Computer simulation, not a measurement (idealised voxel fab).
Process module in this document: voxel transistor to metal
215 nm wide, 5 nm square cells: that's cross-section cut.
We lay out every cross-section as a grid of square cells and spell it out in bands from the top down, where one band means one or more rows of cells.
What a band's entry tells you: where the top is and where the bottom is, as heights in nm, and after that what lies inside, material by material from left to right, each with its width in nm. Empty space is written as the word "blank", and a single material marked with the word "everywhere" occupies the band from edge to edge.
Zero point of the height axis is 0; under it, received wafer = one material. Lowest band: continues down indefinitely, "0..down".
A width given as "30->40" starts at the first number in the band's top row and ends at the second number in its bottom row, shifting by an equal amount at every step from row to row.
Any step labelled "no alterations made" changed none of the cells in the cross-section.
Reported under the label "Unvented internal voids" are the empty spaces having no open way to the top and comprising 8 cells or more; the notation for each is width x height at distance, in which the distance is measured from the left edge and all three values are in nm.
Text after the settings on a step's line: the simulator's own remark on that step.
The optional step-line setting "overlay nm" applies to steps with a mask and quantifies how far to the right of its planned location the mask lay, a negative value indicating leftward placement.
## The process steps that were planned are listed below
- 1: RECEIVE with material Si
- 2: OXIDIZE with depth nm 5
- 3: CONFORMAL_DEP with material SiN, thk nm 15
- 4: MASKED_ETCH with tone cover, mask id ACTIVE, width nm 95, etch materials SiN, depth nm 15, overlay nm 0
- 5: MASKED_ETCH with tone cover, mask id ACTIVE, width nm 95, etch materials SiO2, depth nm 5, overlay nm 0
- 6: MASKED_ETCH with tone cover, mask id ACTIVE, width nm 95, etch materials Si, depth nm 35, overlay nm 0
- 7: OXIDIZE with depth nm 5
- 8: FILL_DEP with material SiO2, thk nm 10
- 9: CMP with height nm 15
- 10: SELECTIVE_ETCH with etch materials SiO2, depth nm 5
- 11: STRIP with etch materials SiN
- 12: SELECTIVE_ETCH with etch materials SiO2, depth nm 5
- 13: OXIDIZE with depth nm 5
- 14: DIRECTIONAL_DEP with material polySi, thk nm 30
- 15: DIRECTIONAL_DEP with material SiCN, thk nm 15
- 16: MASKED_ETCH with tone cover, mask id GATE, width nm 15, etch materials SiCN, depth nm 25, overlay nm 0
- 17: MASKED_ETCH with tone cover, mask id GATE, width nm 15, etch materials polySi, depth nm 40, overlay nm 0
- 18: CONFORMAL_DEP with material SiO2, thk nm 5
- 19: DIRECTIONAL_ETCH with etch materials SiO2, depth nm 5
- 20: CONFORMAL_DEP with material SiN, thk nm 5
- 21: DIRECTIONAL_ETCH with etch materials SiN, depth nm 5
- 22: DIRECTIONAL_ETCH with etch materials SiO2, depth nm 5
- 23: DIRECTIONAL_ETCH with etch materials Si, depth nm 15
- 24: EPI with material SiGe, thk nm 20
- 25: FILL_DEP with material SiO2, thk nm 10
- 26: CMP with height nm 40
- 27: DIRECTIONAL_DEP with material SiO2, thk nm 15
- 28: MASKED_ETCH with tone open, mask id CONTACT, width nm 25, pitch nm 50, etch materials SiO2, depth nm 45, overlay nm 0
- 29: CONFORMAL_DEP with material TiN, thk nm 5
- 30: FILL_DEP with material Ru, thk nm 10
- 31: CMP with height nm 55
- 32: CONFORMAL_DEP with material SiN, thk nm 5
- 33: DIRECTIONAL_DEP with material lowk, thk nm 15
- 34: PATTERN with tone open, mask id METAL_1, material resist, width nm 15, pitch nm 60, thk nm 20, overlay nm 0
- 35: DIRECTIONAL_ETCH with etch materials lowk, depth nm 15
- 36: DIRECTIONAL_ETCH with etch materials SiN, depth nm 5
- 37: STRIP with etch materials resist
- 38: CONFORMAL_DEP with material TiN, thk nm 5
- 39: FILL_DEP with material W, thk nm 5
- 40: CMP with height nm 75
- 41: EPI with material Ru, thk nm 5
- 42: FILL_DEP with material SiCN, thk nm 5
Don't read the plan's thk nm for step 20 as applying to every wafer: that's the first wafer's value, and the wafers differ in it, though they all start identical.
## This is how the first of several wafers looked in cross-section when it arrived, which is after step 1
  0..down | Si everywhere
  Unvented internal voids: none
## Basically each wafer gets a line in the table, showing it at the end of the module: material by material, the cells it gained (+) or lost (-) since we got it, then its closed voids
thk nm 5, +46 Ru, -298 Si, +85 SiCN, +64 SiGe, +59 SiN, +580 SiO2, +60 TiN, +6 W, +111 lowk, +18 polySi, Unvented internal voids: none
thk nm 10, +34 Ru, -268 Si, +85 SiCN, +115 SiN, +570 SiO2, +60 TiN, +6 W, +111 lowk, +18 polySi, Unvented internal voids: none
thk nm 15, +22 Ru, -268 Si, +85 SiCN, +167 SiN, +532 SiO2, +58 TiN, +6 W, +111 lowk, +18 polySi, Unvented internal voids: none
thk nm 20, +22 Ru, -268 Si, +85 SiCN, +211 SiN, +502 SiO2, +44 TiN, +6 W, +111 lowk, +18 polySi, Unvented internal voids: none
